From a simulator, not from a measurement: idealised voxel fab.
process module | voxel self aligned vias
The cross-section shown here is cut; it is 275 nm wide and divided into square cells measuring 5 nm on a side.
Cross-section, as written here: a square-cell grid given band by band from the top down, where a band holds one or more rows of cells. Band: top height; bottom height; in nm. Then, left to right: material with width in nm, for each material. "everywhere": a single material spanning edge to edge. "empty": empty space. Height is counted from the level 0, under which the received wafer is composed throughout of one material. The lowest of the bands is not closed at the bottom but continues downward, in the notation "0 down". The expression "30..40" gives the width at the extremes of the band, the first number at its top row of cells and the second at its bottom row, with the width changing by equal amounts from each row to the next in between. No cell of the cross-section changed in a step that is given as "all unchanged". "Tabulated closed voids" - sealed voids, min. 8 cells, no opening to top; format: width x height at distance (distance from left edge; nm throughout). That trailing text on a step's line, after the settings, is the simulator's own remark on the step. overlay nm: for a step with a mask, the amount by which the mask lay right of where it was planned; a negative amount means left of it.
List of planned process steps
1) RECEIVE [material Si]
2) CONFORMAL_DEP [material SiO2] [thk nm 15]
3) CONFORMAL_DEP [material SiCN] [thk nm 5]
4) DIRECTIONAL_DEP [material lowk] [thk nm 20]
5) PATTERN [tone open] [mask id LINES] [material resist] [width nm 25] [pitch nm 60] [thk nm 15] [overlay nm 0]
6) DIRECTIONAL_ETCH [etch materials lowk] [depth nm 20]
7) STRIP [etch materials resist]
8) CONFORMAL_DEP [material TiN] [thk nm 5]
9) FILL_DEP [material Ru] [thk nm 5]
10) CMP [height nm 40]
11) SELECTIVE_ETCH [etch materials W Ru TiN] [depth nm 10]
12) FILL_DEP [material SiN] [thk nm 5]
13) CMP [height nm 40]
14) DIRECTIONAL_DEP [material lowk] [thk nm 15]
15) PATTERN [tone open] [mask id VIAS] [material resist] [width nm 35] [pitch nm 60] [thk nm 15] [overlay nm 0]
16) DIRECTIONAL_ETCH [etch materials lowk] [depth nm 15]
17) DIRECTIONAL_ETCH [etch materials SiN] [depth nm 10]
18) STRIP [etch materials resist]
19) CONFORMAL_DEP [material TiN] [thk nm 5]
20) FILL_DEP [material Cu] [thk nm 10]
21) CMP [height nm 55]
22) CONFORMAL_DEP [material SiCN] [thk nm 5]
So this is the incoming wafer in cross-section - it's already been through step 1
> 0 down  Si everywhere
> Tabulated closed voids: none
End-of-module XS, first of two wafers, run as planned
> 60 to 55  SiCN everywhere
> 55 to 45  lowk 90 nm, TiN 5 nm, Cu 25 nm, TiN 5 nm, lowk 25 nm, TiN 5 nm, Cu 25 nm, TiN 5 nm, lowk 90 nm
> 45 to 35  lowk 90..95 nm, TiN 10..5 nm, Cu 15 nm, TiN 10..5 nm, lowk 25..35 nm, TiN 10..5 nm, Cu 15 nm, TiN 10..5 nm, lowk 90..95 nm
> 35 to 30  lowk 95 nm, TiN 25 nm, lowk 35 nm, TiN 25 nm, lowk 95 nm
> 30 to 25  lowk 95 nm, TiN 5 nm, Ru 15 nm, TiN 5 nm, lowk 35 nm, TiN 5 nm, Ru 15 nm, TiN 5 nm, lowk 95 nm
> 25 to 20  lowk 95 nm, TiN 25 nm, lowk 35 nm, TiN 25 nm, lowk 95 nm
> 20 to 15  SiCN everywhere
> 15 to 0  SiO2 everywhere
> 0 down  Si everywhere
> Tabulated closed voids: none
End-of-module cross-section of the second wafer: identical starting point and process plan to the first, with one processing mistake
> 60 to 55  SiCN everywhere
> 55 to 45  lowk 90 nm, TiN 5 nm, Cu 25 nm, TiN 5 nm, lowk 25 nm, TiN 5 nm, Cu 25 nm, TiN 5 nm, lowk 90 nm
> 45 to 40  lowk 90 nm, TiN 35 nm, lowk 25 nm, TiN 35 nm, lowk 90 nm
> 40 to 35  SiCN everywhere
> 35 to 15  lowk everywhere
> 15 to 0  SiO2 everywhere
> 0 down  Si everywhere
> Tabulated closed voids: none
Where did the run depart from the plan? steps 3 and 4 were swapped
FYI, end of process, the second wafer has more or fewer cells of some materials than the first: Cu -12; Ru -6; TiN -22; lowk +40
